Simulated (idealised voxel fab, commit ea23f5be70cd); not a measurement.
Proc. module: voxel released beams
For reference, the cross-section in this document is cut, with width 220 nm and square cells of 5 nm.
Cross-section, as written here: a square-cell grid given band by band from the top down, where a band holds one or more rows of cells. Look at the band entry: it leads with the top's height and the bottom's height in nm. Then it lists the materials left to right, with a width in nm for each. The word "everywhere" on a single material says that material fills the band edge to edge. The word "air" is empty space. Counting heights begins at 0, where everything beneath is, in the wafer as received, one material. The lowest band has no bottom; it goes on downwards, as "0 down" shows. The expression "30->40" gives the width at the extremes of the band, the first number at its top row of cells and the second at its bottom row, with the width changing by equal amounts from each row to the next in between. For the purposes of this document, the phrase "nothing got changed" attached to a step denotes that no cell within the cross-section was modified by that step. If an empty space has no open way to the top and is at least 8 cells in size, "Enclosed voids" lists it, written width x height at distance, where distance is measured from the left edge and every value is in nm. That trailing text on a step's line, after the settings, is the simulator's own remark on the step. Each step line may optionally specify "overlay nm", which for a step with a mask gives the rightward distance between the mask's planned place and where it lay, a negative value indicating the leftward direction.
Process steps foreseen in the plan:
1 RECEIVE with material Si
2 CONFORMAL_DEP with material SiN, thk nm 5
3 DIRECTIONAL_DEP with material SiO2, thk nm 15
4 DIRECTIONAL_DEP with material aC, thk nm 15
5 PATTERN with tone open, mask id ANCHOR, material resist, width nm 30, thk nm 30, overlay nm 0
6 DIRECTIONAL_ETCH with etch materials aC, depth nm 15
7 STRIP with etch materials resist
8 DIRECTIONAL_ETCH with etch materials SiO2, depth nm 15
9 STRIP with etch materials aC
10 CONFORMAL_DEP with material W, thk nm 10
11 DIRECTIONAL_DEP with material aC, thk nm 10
12 PATTERN with tone cover, mask id BEAM, material resist, width nm 105, thk nm 25, overlay nm 0
13 DIRECTIONAL_ETCH with etch materials aC, depth nm 10
14 STRIP with etch materials resist
15 DIRECTIONAL_ETCH with etch materials W, depth nm 10
16 STRIP with etch materials aC
17 STRIP with etch materials SiO2
So, the first of our two wafers, run just as we planned it:
Cross-section of the incoming wafer, state after step 1:
> 0 down = Si everywhere
> Enclosed voids: none
Cross-section of the wafer after step 2:
> 5 to 0 = SiN everywhere
> Below 0, no change.
Cross-section of the wafer after step 3:
> 20 to 5 = SiO2 everywhere
> Below 5, no change.
Cross-section of the wafer after step 4:
> 35 to 20 = aC everywhere
> Below 20, no change.
Cross-section of the wafer after step 5:
> 65 to 35 = resist 60 nm  air 30 nm  resist 130 nm
> Below 35, no change.
Cross-section of the wafer after step 6:
> 50 to 35 = resist 60 nm  air 30 nm  resist 130 nm
> 35 to 20 = aC 60 nm  air 30 nm  aC 130 nm
> Below 20, no change.
Cross-section of the wafer after step 7:
> 35 to 20 = aC 60 nm  air 30 nm  aC 130 nm
> Below 20, no change.
Cross-section of the wafer after step 8:
> 35 to 20 = aC 60 nm  air 30 nm  aC 130 nm
> 20 to 5 = SiO2 60 nm  air 30 nm  SiO2 130 nm
> Below 5, no change.
Cross-section of the wafer after step 9:
> 20 to 5 = SiO2 60 nm  air 30 nm  SiO2 130 nm
> Below 5, no change.
Cross-section of the wafer after step 10:
> 30 to 20 = W 70 nm  air 10 nm  W 140 nm
> 20 to 15 = SiO2 60 nm  W 10 nm  air 10 nm  W 10 nm  SiO2 130 nm
> 15 to 5 = SiO2 60 nm  W 30 nm  SiO2 130 nm
> Below 5, no change.
Cross-section of the wafer after step 11:
> 40 to 30 = aC 70 nm  air 10 nm  aC 140 nm
> 30 to 25 = W 70 nm  air 10 nm  W 140 nm
> 25 to 20 = W 70 nm  aC 10 nm  W 140 nm
> 20 to 15 = SiO2 60 nm  W 10 nm  aC 10 nm  W 10 nm  SiO2 130 nm
> Below 15, no change.
Cross-section of the wafer after step 12:
> 65 to 40 = air 55 nm  resist 105 nm  air 60 nm
> 40 to 30 = aC 70 nm  resist 10 nm  aC 140 nm
> 30 to 25 = W 70 nm  resist 10 nm  W 140 nm
> Below 25, no change.
Cross-section of the wafer after step 13:
> 55 to 40 = air 55 nm  resist 105 nm  air 60 nm
> 40 to 30 = air 55 nm  aC 15 nm  resist 10 nm  aC 80 nm  air 60 nm
> Below 30, no change.
Cross-section of the wafer after step 14:
> 40 to 30 = air 55 nm  aC 15 nm  air 10 nm  aC 80 nm  air 60 nm
> 30 to 25 = W 70 nm  air 10 nm  W 140 nm
> Below 25, no change.
Cross-section of the wafer after step 15:
> 40 to 30 = air 55 nm  aC 15 nm  air 10 nm  aC 80 nm  air 60 nm
> 30 to 25 = air 55 nm  W 15 nm  air 10 nm  W 80 nm  air 60 nm
> 25 to 20 = air 55 nm  W 15 nm  aC 10 nm  W 80 nm  air 60 nm
> Below 20, no change.
Cross-section of the wafer after step 16:
> 30 to 20 = air 55 nm  W 15 nm  air 10 nm  W 80 nm  air 60 nm
> 20 to 15 = SiO2 60 nm  W 10 nm  air 10 nm  W 10 nm  SiO2 130 nm
> Below 15, no change.
Cross-section of the wafer after step 17:
> 30 to 20 = air 55 nm  W 15 nm  air 10 nm  W 80 nm  air 60 nm
> 20 to 15 = air 60 nm  W 10 nm  air 10 nm  W 10 nm  air 130 nm
> 15 to 5 = air 60 nm  W 30 nm  air 130 nm
> Below 5, no change.
Second wafer, same starting conditions and recipe as the first, one mistake in executing it, nothing differs from the first up to and including step 9:
The second wafer cut through, at the time step 10 was supposed to be finished:
> 25 to 20 = W 65 nm  air 20 nm  W 135 nm
> 20 to 10 = SiO2 60 nm  W 5 nm  air 20 nm  W 5 nm  SiO2 130 nm
> 10 to 5 = SiO2 60 nm  W 30 nm  SiO2 130 nm
> Below 5, no change.
The second wafer cut through, at the time step 11 was supposed to be finished:
> 35 to 25 = aC 65 nm  air 20 nm  aC 135 nm
> 25 to 20 = W 65 nm  air 20 nm  W 135 nm
> 20 to 10 = SiO2 60 nm  W 5 nm  aC 20 nm  W 5 nm  SiO2 130 nm
> Below 10, no change.
The second wafer cut through, at the time step 12 was supposed to be finished:
> 60 to 35 = air 55 nm  resist 105 nm  air 60 nm
> 35 to 25 = aC 65 nm  resist 20 nm  aC 135 nm
> 25 to 20 = W 65 nm  resist 20 nm  W 135 nm
> Below 20, no change.
The second wafer cut through, at the time step 13 was supposed to be finished:
> 50 to 35 = air 55 nm  resist 105 nm  air 60 nm
> 35 to 25 = air 55 nm  aC 10 nm  resist 20 nm  aC 75 nm  air 60 nm
> Below 25, no change.
The second wafer cut through, at the time step 14 was supposed to be finished:
> 35 to 25 = air 55 nm  aC 10 nm  air 20 nm  aC 75 nm  air 60 nm
> 25 to 20 = W 65 nm  air 20 nm  W 135 nm
> Below 20, no change.
The second wafer cut through, at the time step 15 was supposed to be finished:
> 35 to 25 = air 55 nm  aC 10 nm  air 20 nm  aC 75 nm  air 60 nm
> 25 to 20 = air 55 nm  W 10 nm  air 20 nm  W 75 nm  air 60 nm
> Below 20, no change.
The second wafer cut through, at the time step 16 was supposed to be finished:
> 25 to 20 = air 55 nm  W 10 nm  air 20 nm  W 75 nm  air 60 nm
> 20 to 10 = SiO2 60 nm  W 5 nm  air 20 nm  W 5 nm  SiO2 130 nm
> Below 10, no change.
The second wafer cut through, at the time step 17 was supposed to be finished:
> 25 to 20 = air 55 nm  W 10 nm  air 20 nm  W 75 nm  air 60 nm
> 20 to 10 = air 60 nm  W 5 nm  air 20 nm  W 5 nm  air 130 nm
> 10 to 5 = air 60 nm  W 30 nm  air 130 nm
> Below 5, no change.
The mistake made against the process plan was this: step 10 did not use the planned setting and instead ran as CONFORMAL_DEP with material W, thk nm 5
Count the cells at the end and the second wafer has more or fewer of some materials than the first: -27 W
